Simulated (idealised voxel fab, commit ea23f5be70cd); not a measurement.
Documented hereafter: the process module known as voxel local oxidation.
Pictured: cross-section cut, 240 nm wide, on a grid of 5 nm square cells.
Reading order for cross-sections: top band down to bottom band. Underlying form: a grid of square cells. Band size: one or more rows of cells.
Top, bottom (nm), then materials left to right with widths (nm); lone material tagged "edge to edge" fills the whole band edge to edge; "blank" = empty space.
We count height from 0. Below that, the starting wafer is all one material. The lowest band never ends at the bottom but goes on down; see "0 and below" for how that is written.
Per-row width for "30->40": begins at first number (top row of band), ends at second number (bottom row), increment between rows held constant.
"identical to before", as given for a step, is the statement that not any cell of the cross-section underwent a change during that step.
The list in "Fully sealed cavities" covers empty spaces of 8 cells or more that cannot reach the top through any open way, and it gives each as width x height at distance; the distance is from the left edge, and width, height and distance are in nm.
The remark found on a step's line after its settings is issued by the simulator itself and pertains to that step.
overlay nm, on a step with a mask: how far to the right of its planned place the mask lay; to the left if negative
This section lists the process steps that were planned:
1. RECEIVE, material Si
2. CONFORMAL_DEP, material SiO2, thk nm 5
3. CONFORMAL_DEP, material SiN, thk nm 10
4. PATTERN, tone cover, mask id ACTIVE, material resist, width nm 95, thk nm 15, overlay nm 0
5. DIRECTIONAL_ETCH, etch materials SiN, depth nm 10
6. STRIP, etch materials resist
7. SELECTIVE_ETCH, etch materials SiO2, depth nm 5
8. OXIDIZE, depth nm 10
9. STRIP, etch materials SiN
Wafer at receipt (post step 1), cross-section:
* 0 and below: Si edge to edge
* Fully sealed cavities: none
Sectioned view, first of two wafers, at the close of the module, processed as intended in the plan:
* 5 down to 0: 75 nm blank, 85 nm SiO2, 80 nm blank
* 0 down to -10: 85 nm SiO2, 65 nm Si, 90 nm SiO2
* -10 and below: Si edge to edge
* Fully sealed cavities: none
Second wafer cross-section at end of module - shared start and plan with the first, one mistake in the run:
* 5 down to 0: 65 nm SiO2, 105 nm blank, 70 nm SiO2
* 0 down to -10: 55 nm Si, 125 nm SiO2, 60 nm Si
* -10 and below: Si edge to edge
* Fully sealed cavities: none
Misprocessing identified: step 4 did not happen as planned, as run it was PATTERN, tone open, mask id ACTIVE, material resist, width nm 95, thk nm 15, overlay nm 0
At the finish, the second wafer shows more or fewer cells for some materials than the first does: +20 Si | -10 SiO2
